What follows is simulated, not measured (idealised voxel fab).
The following is a process module called voxel local oxidation.
Cross-sectional view cut (width: 190 nm; square cell size: 5 nm).
How to read a cross-section here: the picture is a grid of square cells, written as bands going from the top down, and any band can span one or more rows of cells.
Quick guide to a band line: top height, bottom height (nm) up front; then every material left to right with its width in nm. Only one material and it's marked "throughout"? Then it fills the band edge to edge. And "blank" just means empty space.
Below 0: as-received wafer, all one material; heights counted from there. Lowest band: no bottom, goes on down, written "0 nm and below".
Quick explanation for "30..40": the width changes in equal steps down the rows of cells, from the first number in the band's top row to the second number in its bottom row.
"nothing different" (step): cross-section cells unchanged, all of them.
This entry, "Enclosed void entries", enumerates those empty regions of no fewer than 8 cells that possess no open connection to the top. Each region is reported in the form width x height at distance, the distance being taken from the left edge, with all three quantities expressed in nm.
Where a step's line continues beyond its settings, the continuation is a remark by the simulator itself on that step.
You can add "overlay nm" to a step's line. For a step with a mask, it describes how far the mask lay to the right of its planned position, and a negative number describes a lay to the left.

### Here's what the planned process steps look like
1 RECEIVE, material Si
2 CONFORMAL_DEP, material SiO2, thk nm 5
3 CONFORMAL_DEP, material SiN, thk nm 15
4 MASKED_ETCH, tone cover, mask id ACTIVE, width nm 105, etch materials SiN, depth nm 15, overlay nm 0
5 SELECTIVE_ETCH, etch materials SiO2, depth nm 5
6 OXIDIZE, depth nm 10
7 STRIP, etch materials SiN

### First of two wafers: run as planned

### As received (post step 1): cross-section
* 0 nm and below = Si throughout
* Enclosed void entries: none

### The wafer in cross-section once step 2 is complete
* 5 nm to 0 nm = SiO2 throughout
* At heights below 0, the structure remains unaltered.

### The wafer in cross-section once step 3 is complete
* 20 nm to 5 nm = SiN throughout
* At heights below 5, the structure remains unaltered.

### The wafer in cross-section once step 4 is complete
* 20 nm to 5 nm = blank 40; SiN 105; blank 45
* At heights below 5, the structure remains unaltered.

### The wafer in cross-section once step 5 is complete
* 20 nm to 5 nm = blank 40; SiN 105; blank 45
* 5 nm to 0 nm = blank 45; SiO2 95; blank 50
* At heights below 0, the structure remains unaltered.

### The wafer in cross-section once step 6 is complete
* 20 nm to 5 nm = blank 40; SiN 105; blank 45
* 5 nm to 0 nm = blank 45; SiO2 95; blank 50
* 0 nm to -10 nm = SiO2 55; Si 75; SiO2 60
* At heights below -10, the structure remains unaltered.

### The wafer in cross-section once step 7 is complete
* 5 nm to 0 nm = blank 45; SiO2 95; blank 50
* At heights below 0, the structure remains unaltered.

### The second wafer began exactly as the first did and followed the same plan, but one mistake was made while running it; through step 6 inclusive, the two wafers are identical

Second wafer at the planned finish of step 7, seen in cross-section: nothing different
So what did we get wrong on this run? skipped: plan step 7 (never run)
It is noted that, at the conclusion of processing, the second wafer exhibits a higher or lower cell count for certain materials relative to the first: SiN: 63 more
